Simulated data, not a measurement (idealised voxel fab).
A process module follows: voxel gate over fins.
It is cross-section cut that appears here, measuring 160 nm in width, its square cells being 5 nm in size.
Cross-section = grid of square cells, listed top down in bands; band = one or more rows. Top height, bottom height, nm. Materials left to right, width each, nm. Single material + "full width" = fills band edge to edge. "blank" = empty. Heights are measured from 0, the level below which the as-received wafer is all one material; the lowest band has no bottom and continues downward, written as in "0 down". Width "30 to 40": first value at the band's top row of cells, second value at its bottom row, equal change from row to row. The designation "remained unchanged", where it is given for a processing step, indicates that no cell of the cross-section was altered in the course of that step. Unvented voids: empty space of 8 cells or more with no open way to the top, each as width x height at its distance from the left edge, in nm. Post-settings text on a step line: simulator's own remark regarding the step. overlay nm: mask right of planned place by this much (step with mask). Neg. = left.

## Planned step list for the process
1 RECEIVE with material Si
2 CONFORMAL_DEP with material SiN, thk nm 5
3 DIRECTIONAL_DEP with material aC, thk nm 10
4 PATTERN with tone cover, mask id FINS, material resist, width nm 15, pitch nm 35, thk nm 30, overlay nm 0
5 DIRECTIONAL_ETCH with etch materials aC, depth nm 10
6 STRIP with etch materials resist
7 DIRECTIONAL_ETCH with etch materials SiN, depth nm 5
8 DIRECTIONAL_ETCH with etch materials Si, depth nm 30
9 STRIP with etch materials aC
10 OXIDIZE with depth nm 5
11 FILL_DEP with material SiO2, thk nm 10
12 CMP with height nm 5
13 SELECTIVE_ETCH with etch materials SiO2, depth nm 15
14 STRIP with etch materials SiN
15 CONFORMAL_DEP with material HfO2, thk nm 5
16 CONFORMAL_DEP with material TiN, thk nm 5
17 CONFORMAL_DEP with material TiAl, thk nm 5
18 CONFORMAL_DEP with material TiN, thk nm 5
19 FILL_DEP with material W, thk nm 10
20 CMP with height nm 25
21 CONFORMAL_DEP with material SiCN, thk nm 5

## This is the cross-section of the wafer as we received it, i.e. after step 1
- 0 down | Si full width
- Unvented voids: none

## Result of the module, cross-sectioned: start per above, plan per above, one error in how it was run
- 30 to 25 | SiCN full width
- 25 to 20 | W full width
- 20 to 15 | TiN full width
- 15 to 10 | TiAl full width
- 10 to 5 | TiN 60, TiAl 5, TiN 30, TiAl 5, TiN 60
- 5 to 0 | HfO2 55, TiN 5, TiAl 5, TiN 5, HfO2 20, TiN 5, TiAl 5, TiN 5, HfO2 55
- 0 to -5 | Si 50, HfO2 5, TiN 15, HfO2 5, Si 10, HfO2 5, TiN 15, HfO2 5, Si 50
- -5 to -10 | Si 50, HfO2 25, Si 10, HfO2 25, Si 50
- -10 to -35 | Si 50, SiO2 25, Si 10, SiO2 25, Si 50
- -35 down | Si full width
- Unvented voids: none
What went wrong in running the wafer? step 4 ran with different settings than intended, the actual operation and settings being PATTERN with tone open, mask id FINS, material resist, width nm 15, pitch nm 35, thk nm 30, overlay nm 0
